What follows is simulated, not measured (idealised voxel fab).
The process module that follows is named voxel air gaps.
Displayed cross-section: cut, width of 300 nm, square cells sized 5 nm.
The cross-sections in this document take the form of a grid made of square cells. They are written out as bands, in order from top to bottom. Each band consists of one or more rows of cells.
Each band's line starts with the height of the band's top and of its bottom, in nm. Then come its materials from left to right, each with its width in nm. One material with "full width" fills the band from edge to edge. "empty" is empty space.
Heights are expressed relative to 0, this being the level below which the as-received wafer comprises one material exclusively. The lowest band is unbounded in the downward direction and is denoted as in "0 and below".
So if you see something like "30->40" for the width, read it as the top row of the band sitting at the first number and the bottom row at the second, with every row in between moving by the same amount as the last.
Given "remained unchanged" for a step, no cell of the cross-section differs between before and after that step.
You'll see "Trapped void list" listing empty spaces that have no way open to the top, as long as they're 8 cells or more; the notation is width x height at distance, where the distance is from the left edge, and all of it is in nm.
Text after the settings on a step's line: the simulator's own remark on that step.
overlay nm, on a step with a mask: how far to the right of its planned place the mask lay; to the left if negative

List of planned process steps:
1. op RECEIVE | material Si
2. op CONFORMAL_DEP | material SiO2 | thk nm 15
3. op CONFORMAL_DEP | material SiN | thk nm 5
4. op DIRECTIONAL_DEP | material lowk | thk nm 30
5. op MASKED_ETCH | tone open | mask id LINES | width nm 25 | pitch nm 55 | etch materials lowk | depth nm 30 | overlay nm 0
6. op CONFORMAL_DEP | material TiN | thk nm 5
7. op FILL_DEP | material Ru | thk nm 5
8. op CMP | height nm 50
9. op EPI | material Ru | thk nm 10
10. op SELECTIVE_ETCH | etch materials lowk | depth nm 40
11. op CONFORMAL_DEP | material SiN | thk nm 5

Wafer cross-section on receipt, i.e. after step 1:
    0 and below: Si full width
    Trapped void list: none

This is how the wafer looks in cross-section once the module is done, given the starting state and plan above and one mistake in carrying the plan out:
    65 down to 60: empty (65), then SiN (165), then empty (70)
    60 down to 50: empty (65), then SiN (5), then Ru (45), then SiN (10), then Ru (45), then SiN (10), then Ru (45), then SiN (5), then empty (70)
    50 down to 45: empty (65), then SiN (15), then TiN (5), then Ru (15), then TiN (5), then SiN (30), then TiN (5), then Ru (15), then TiN (5), then SiN (30), then TiN (5), then Ru (15), then TiN (5), then SiN (15), then empty (70)
    45 down to 40: empty (75), then SiN (5), then TiN (5), then Ru (15), then TiN (5), then SiN (5), then empty (20), then SiN (5), then TiN (5), then Ru (15), then TiN (5), then SiN (5), then empty (20), then SiN (5), then TiN (5), then Ru (15), then TiN (5), then SiN (5), then empty (80)
    40 down to 35: SiN (80), then TiN (25), then SiN (30), then TiN (25), then SiN (30), then TiN (25), then SiN (85)
    35 down to 30: SiN full width
    30 down to 0: SiO2 full width
    0 and below: Si full width
    Trapped void list: none
Heads up, the wafer didn't run the way we planned it: the plan had its step 2 run twice
